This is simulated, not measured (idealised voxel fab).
The process module that follows is named voxel gate over fins.
Square cell edge 5 nm, section width 235 nm, ID cut.
Heads up, the way a cross-section reads in here is a grid of square cells, handed over as bands from the top down, with every band being one or more rows of cells. Look at the band entry: it leads with the top's height and the bottom's height in nm. Then it lists the materials left to right, with a width in nm for each. The word "all across" on a single material says that material fills the band edge to edge. The word "blank" is empty space. Zero point of the height axis is 0; under it, received wafer = one material. Lowest band: continues down indefinitely, "0 -> down". A width given as "30..40" starts at the first number in the band's top row and ends at the second number in its bottom row, shifting by an equal amount at every step from row to row. A step reported as "no alterations made" is a step in which no cell of the cross-section changed. Each empty space that has no open way to the top and spans at least 8 cells appears under "Sealed internal cavities" as width x height at distance, the distance counted from the left edge, all in nm. It should be noted that, on the line of a given step, the content following the step's settings is a remark produced by the simulator itself with respect to that step. overlay nm: for a step with a mask, the amount by which the mask lay right of where it was planned; a negative amount means left of it.

# Process steps foreseen in the plan
1. RECEIVE [material Si]
2. CONFORMAL_DEP [material SiN] [thk nm 5]
3. MASKED_ETCH [tone cover] [mask id FINS] [width nm 15] [pitch nm 50] [etch materials SiN] [depth nm 5] [overlay nm 0]
4. MASKED_ETCH [tone cover] [mask id FINS] [width nm 15] [pitch nm 50] [etch materials Si] [depth nm 35] [overlay nm -15]
5. FILL_DEP [material SiO2] [thk nm 10]
6. CMP [height nm 5]
7. DIRECTIONAL_DEP [material aC] [thk nm 10]
8. PATTERN [tone open] [mask id RAIL] [material resist] [width nm 15] [thk nm 30] [overlay nm 0]
9. DIRECTIONAL_ETCH [etch materials aC] [depth nm 10]
10. STRIP [etch materials resist]
11. DIRECTIONAL_ETCH [etch materials SiO2] [depth nm 35]
12. STRIP [etch materials aC]
13. CONFORMAL_DEP [material TiN] [thk nm 5]
14. FILL_DEP [material W] [thk nm 10]
15. CMP [height nm 5]
16. SELECTIVE_ETCH [etch materials W Ru TiN] [depth nm 20]
17. FILL_DEP [material SiO2] [thk nm 5]
18. CMP [height nm 5]
19. SELECTIVE_ETCH [etch materials SiO2] [depth nm 15]
20. STRIP [etch materials SiN]
21. CONFORMAL_DEP [material HfO2] [thk nm 5]
22. CONFORMAL_DEP [material TiN] [thk nm 5]
23. CONFORMAL_DEP [material TiAl] [thk nm 5]
24. CONFORMAL_DEP [material TiN] [thk nm 5]
25. FILL_DEP [material W] [thk nm 15]
26. CMP [height nm 30]
27. CONFORMAL_DEP [material SiCN] [thk nm 10]
Keep in mind the plan's value for the overlay nm of step 4 comes from the first wafer; the wafers don't share that setting, but they do share the same starting point.

# Cross-section of the first of several wafers on receipt, reflecting completion of step 1
> 0 -> down  Si all across
> Sealed internal cavities: none

# Heads up, this table goes wafer by wafer. A row tells you, at the end of the module, how many cells of each material that wafer has put on (+) or dropped (-) since it was received, and then its closed voids
overlay nm -15; +63 HfO2; -161 Si; +94 SiCN; +109 SiO2; +51 TiAl; +120 TiN; +100 W; Sealed internal cavities: none
overlay nm -10; +63 HfO2; -189 Si; +94 SiCN; +126 SiO2; +57 TiAl; +121 TiN; +104 W; Sealed internal cavities: none
overlay nm -5; +63 HfO2; -217 Si; +94 SiCN; +146 SiO2; +63 TiAl; +121 TiN; +106 W; Sealed internal cavities: none
overlay nm 0; +63 HfO2; -245 Si; +94 SiCN; +166 SiO2; +63 TiAl; +127 TiN; +108 W; Sealed internal cavities: none
overlay nm 5; +63 HfO2; -217 Si; +94 SiCN; +146 SiO2; +63 TiAl; +121 TiN; +106 W; Sealed internal cavities: none
overlay nm 10; +63 HfO2; -189 Si; +94 SiCN; +126 SiO2; +57 TiAl; +121 TiN; +104 W; Sealed internal cavities: none
overlay nm 15; +63 HfO2; -161 Si; +94 SiCN; +109 SiO2; +51 TiAl; +120 TiN; +100 W; Sealed internal cavities: none
